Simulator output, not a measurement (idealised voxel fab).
Documented hereafter: the process module known as voxel double patterning.
Displayed cross-section: cut, width of 295 nm, square cells sized 5 nm.
Throughout this document, each cross-section is represented as a grid of square cells and is presented as a sequence of bands enumerated from the top downward, where a band comprises one or more rows of cells.
This entry defines a band. It first specifies the height of the band's top and the height of its bottom in nm, and then specifies the band's materials from left to right, stating each material with its width in nm. The word "edge to edge" identifies a single material that fills the band from edge to edge, while the word "air" identifies empty space.
Ref level 0: as-received wafer is one material below here. Bottom band extends down with no lower bound ("0 -> down").
Think of "30 to 40" as a width that walks from the first number to the second as you go down the band, top row to bottom row, taking equal-sized steps from row to row.
Reading "changes: none" for a step: not a cell of the cross-section changed in it.
Basically, "Enclosed internal cavities" tells you about the enclosed voids: empty spaces with no open way to the top, 8 cells or bigger, each written width x height at distance, where distance is from the left edge, all in nm.
On each step's line, the part that comes after the settings is the simulator's own comment on the step.
The setting "overlay nm" may be written on the line of a step. When the step uses a mask, the value reports how far to the right of the planned place the mask lay, and a negative value reports that it lay to the left.
### Steps in the process plan
1: op RECEIVE | material Si
2: op CONFORMAL_DEP | material SiN | thk nm 5
3: op DIRECTIONAL_DEP | material SiO2 | thk nm 15
4: op DIRECTIONAL_DEP | material SiCN | thk nm 5
5: op PATTERN | tone open | mask id FIRST | material resist | width nm 15 | pitch nm 50 | thk nm 15 | overlay nm 0
6: op DIRECTIONAL_ETCH | etch materials SiCN | depth nm 5
7: op STRIP | etch materials resist
8: op DIRECTIONAL_DEP | material aC | thk nm 10
9: op PATTERN | tone open | mask id SECOND | material resist | width nm 15 | thk nm 30 | overlay nm 0
10: op DIRECTIONAL_ETCH | etch materials aC | depth nm 10
11: op STRIP | etch materials resist
12: op DIRECTIONAL_ETCH | etch materials SiCN | depth nm 5
13: op STRIP | etch materials aC
14: op DIRECTIONAL_ETCH | etch materials SiO2 | depth nm 15
15: op STRIP | etch materials SiCN
The plan's step 2 thk nm is the first wafer's value; the wafers differ in this setting and start identical.
### First wafer of several, as received: cross-section after step 1
- 0 -> down: Si edge to edge
- Enclosed internal cavities: none
### At the end of the module, after its last step, step 15, the first of several wafers appears in cross-section as follows
- 20 -> 5: SiO2 115 nm  air 15 nm  SiO2 10 nm  air 15 nm  SiO2 10 nm  air 15 nm  SiO2 115 nm
- 5 -> 0: SiN edge to edge
- 0 -> down: Si edge to edge
- Enclosed internal cavities: none
### Here's the last wafer cross-sectioned at the end of the module
- 40 -> 25: SiO2 115 nm  air 15 nm  SiO2 10 nm  air 15 nm  SiO2 10 nm  air 15 nm  SiO2 115 nm
- 25 -> 0: SiN edge to edge
- 0 -> down: Si edge to edge
- Enclosed internal cavities: none
### Take any row and you have a wafer at the end of the module: how many cells of each material it has gained (+) or lost (-) since it was received, and then its closed voids
thk nm 5 | +59 SiN | +150 SiO2 | Enclosed internal cavities: none
thk nm 10 | +118 SiN | +150 SiO2 | Enclosed internal cavities: none
thk nm 15 | +177 SiN | +150 SiO2 | Enclosed internal cavities: none
thk nm 20 | +236 SiN | +150 SiO2 | Enclosed internal cavities: none
thk nm 25 | +295 SiN | +150 SiO2 | Enclosed internal cavities: none
